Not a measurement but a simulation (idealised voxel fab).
The process module presented herein is designated voxel released beams.
Section shown: cut. Width: 300 nm. Cell size: 5 nm, square.
Cross-section spec: square-cell grid; bands listed top down; each band is one or more rows. Band entry format. Leading values: height of top, height of bottom, nm. Remainder: materials in left-to-right order, each with its width in nm. Special words: "all across" on a single material, which then fills the band edge to edge; "blank", empty space. Counting heights begins at 0, where everything beneath is, in the wafer as received, one material. The lowest band has no bottom; it goes on downwards, as "0 down" shows. It should be noted that a width expressed as "30 to 40" varies in equal increments from row to row of cells within the band, taking the value of the first number at the top row and that of the second number at the bottom row. "remained unchanged" after a step means that no cell of the cross-section changed. "Enclosed cavity list" lists enclosed empty spaces (at least 8 cells, no open path upward to the top), each as width x height at distance from the left edge, in nm. If you see something after the settings on a step's line, that's the simulator's own remark about that step. Among the settings permitted on a step's line is "overlay nm"; applied to a step with a mask, it specifies the extent to which the mask lay to the right of its planned position, whereas a negative figure signifies a position to the left.

**The steps planned for the process are as follows**
1: RECEIVE [material Si]
2: CONFORMAL_DEP [material SiN] [thk nm 5]
3: DIRECTIONAL_DEP [material SiO2] [thk nm 10]
4: DIRECTIONAL_DEP [material aC] [thk nm 10]
5: PATTERN [tone open] [mask id ANCHOR] [material resist] [width nm 40] [thk nm 25] [overlay nm 0]
6: DIRECTIONAL_ETCH [etch materials aC] [depth nm 10]
7: STRIP [etch materials resist]
8: DIRECTIONAL_ETCH [etch materials SiO2] [depth nm 10]
9: STRIP [etch materials aC]
10: CONFORMAL_DEP [material W] [thk nm 15]
11: DIRECTIONAL_DEP [material aC] [thk nm 15]
12: PATTERN [tone cover] [mask id BEAM] [material resist] [width nm 90] [thk nm 30] [overlay nm 0]
13: DIRECTIONAL_ETCH [etch materials aC] [depth nm 15]
14: STRIP [etch materials resist]
15: DIRECTIONAL_ETCH [etch materials W] [depth nm 15]
16: STRIP [etch materials aC]
17: STRIP [etch materials SiO2]

**First of two wafers - as planned**

**Cross-section of the wafer upon arrival, representing the state reached after step 1**
- 0 down = Si all across
- Enclosed cavity list: none

**Wafer section view after processing step 2**
- 5 to 0 = SiN all across
- Unchanged below 0.

**Wafer section view after processing step 3**
- 15 to 5 = SiO2 all across
- Unchanged below 5.

**Wafer section view after processing step 4**
- 25 to 15 = aC all across
- Unchanged below 15.

**Wafer section view after processing step 5**
- 50 to 25 = resist 105, blank 40, resist 155
- Unchanged below 25.

**Wafer section view after processing step 6**
- 40 to 25 = resist 105, blank 40, resist 155
- 25 to 15 = aC 105, blank 40, aC 155
- Unchanged below 15.

**Wafer section view after processing step 7**
- 25 to 15 = aC 105, blank 40, aC 155
- Unchanged below 15.

**Wafer section view after processing step 8**
- 25 to 15 = aC 105, blank 40, aC 155
- 15 to 5 = SiO2 105, blank 40, SiO2 155
- Unchanged below 5.

**Wafer section view after processing step 9**
- 15 to 5 = SiO2 105, blank 40, SiO2 155
- Unchanged below 5.

**Wafer section view after processing step 10**
- 30 to 20 = W 120, blank 10, W 170
- 20 to 15 = W all across
- 15 to 5 = SiO2 105, W 40, SiO2 155
- Unchanged below 5.

**Wafer section view after processing step 11**
- 45 to 35 = aC 120, blank 10, aC 170
- 35 to 30 = aC all across
- 30 to 20 = W 120, aC 10, W 170
- Unchanged below 20.

**Wafer section view after processing step 12**
- 75 to 45 = blank 100, resist 90, blank 110
- 45 to 35 = aC 120, resist 10, aC 170
- Unchanged below 35.

**Wafer section view after processing step 13**
- 60 to 45 = blank 100, resist 90, blank 110
- 45 to 35 = blank 100, aC 20, resist 10, aC 60, blank 110
- 35 to 30 = blank 100, aC 90, blank 110
- Unchanged below 30.

**Wafer section view after processing step 14**
- 45 to 35 = blank 100, aC 20, blank 10, aC 60, blank 110
- Unchanged below 35.

**Wafer section view after processing step 15**
- 45 to 35 = blank 100, aC 20, blank 10, aC 60, blank 110
- 35 to 30 = blank 100, aC 90, blank 110
- 30 to 20 = blank 100, W 20, aC 10, W 60, blank 110
- 20 to 15 = blank 100, W 90, blank 110
- Unchanged below 15.

**Wafer section view after processing step 16**
- 30 to 20 = blank 100, W 20, blank 10, W 60, blank 110
- Unchanged below 20.

**Wafer section view after processing step 17**
- 30 to 20 = blank 100, W 20, blank 10, W 60, blank 110
- 20 to 15 = blank 100, W 90, blank 110
- 15 to 5 = blank 105, W 40, blank 155
- Unchanged below 5.

**The remaining wafer, second of the two, started like the first and was run to the same plan, except that one mistake was made along the way; the two coincide through step 1, inclusive**

Second wafer, cross-section, planned end of step 2: remained unchanged

**Second wafer, cross-section, planned end of step 3**
- 10 to 0 = SiO2 all across
- Unchanged below 0.

**Second wafer, cross-section, planned end of step 4**
- 20 to 10 = aC all across
- Unchanged below 10.

**Second wafer, cross-section, planned end of step 5**
- 45 to 20 = resist 105, blank 40, resist 155
- Unchanged below 20.

**Second wafer, cross-section, planned end of step 6**
- 35 to 20 = resist 105, blank 40, resist 155
- 20 to 10 = aC 105, blank 40, aC 155
- Unchanged below 10.

**Second wafer, cross-section, planned end of step 7**
- 20 to 10 = aC 105, blank 40, aC 155
- Unchanged below 10.

**Second wafer, cross-section, planned end of step 8**
- 20 to 10 = aC 105, blank 40, aC 155
- 10 to 0 = SiO2 105, blank 40, SiO2 155
- Unchanged below 0.

**Second wafer, cross-section, planned end of step 9**
- 10 to 0 = SiO2 105, blank 40, SiO2 155
- Unchanged below 0.

**Second wafer, cross-section, planned end of step 10**
- 25 to 15 = W 120, blank 10, W 170
- 15 to 10 = W all across
- 10 to 0 = SiO2 105, W 40, SiO2 155
- Unchanged below 0.

**Second wafer, cross-section, planned end of step 11**
- 40 to 30 = aC 120, blank 10, aC 170
- 30 to 25 = aC all across
- 25 to 15 = W 120, aC 10, W 170
- Unchanged below 15.

**Second wafer, cross-section, planned end of step 12**
- 70 to 40 = blank 100, resist 90, blank 110
- 40 to 30 = aC 120, resist 10, aC 170
- Unchanged below 30.

**Second wafer, cross-section, planned end of step 13**
- 55 to 40 = blank 100, resist 90, blank 110
- 40 to 30 = blank 100, aC 20, resist 10, aC 60, blank 110
- 30 to 25 = blank 100, aC 90, blank 110
- Unchanged below 25.

**Second wafer, cross-section, planned end of step 14**
- 40 to 30 = blank 100, aC 20, blank 10, aC 60, blank 110
- Unchanged below 30.

**Second wafer, cross-section, planned end of step 15**
- 40 to 30 = blank 100, aC 20, blank 10, aC 60, blank 110
- 30 to 25 = blank 100, aC 90, blank 110
- 25 to 15 = blank 100, W 20, aC 10, W 60, blank 110
- 15 to 10 = blank 100, W 90, blank 110
- Unchanged below 10.

**Second wafer, cross-section, planned end of step 16**
- 25 to 15 = blank 100, W 20, blank 10, W 60, blank 110
- Unchanged below 15.

**Second wafer, cross-section, planned end of step 17**
- 25 to 15 = blank 100, W 20, blank 10, W 60, blank 110
- 15 to 10 = blank 100, W 90, blank 110
- 10 to 0 = blank 105, W 40, blank 155
- Unchanged below 0.
In executing the process, a mistake was made relative to the plan: step 2 was left out
End of process, cell counts, second wafer against first, materials with more or fewer: SiN -60
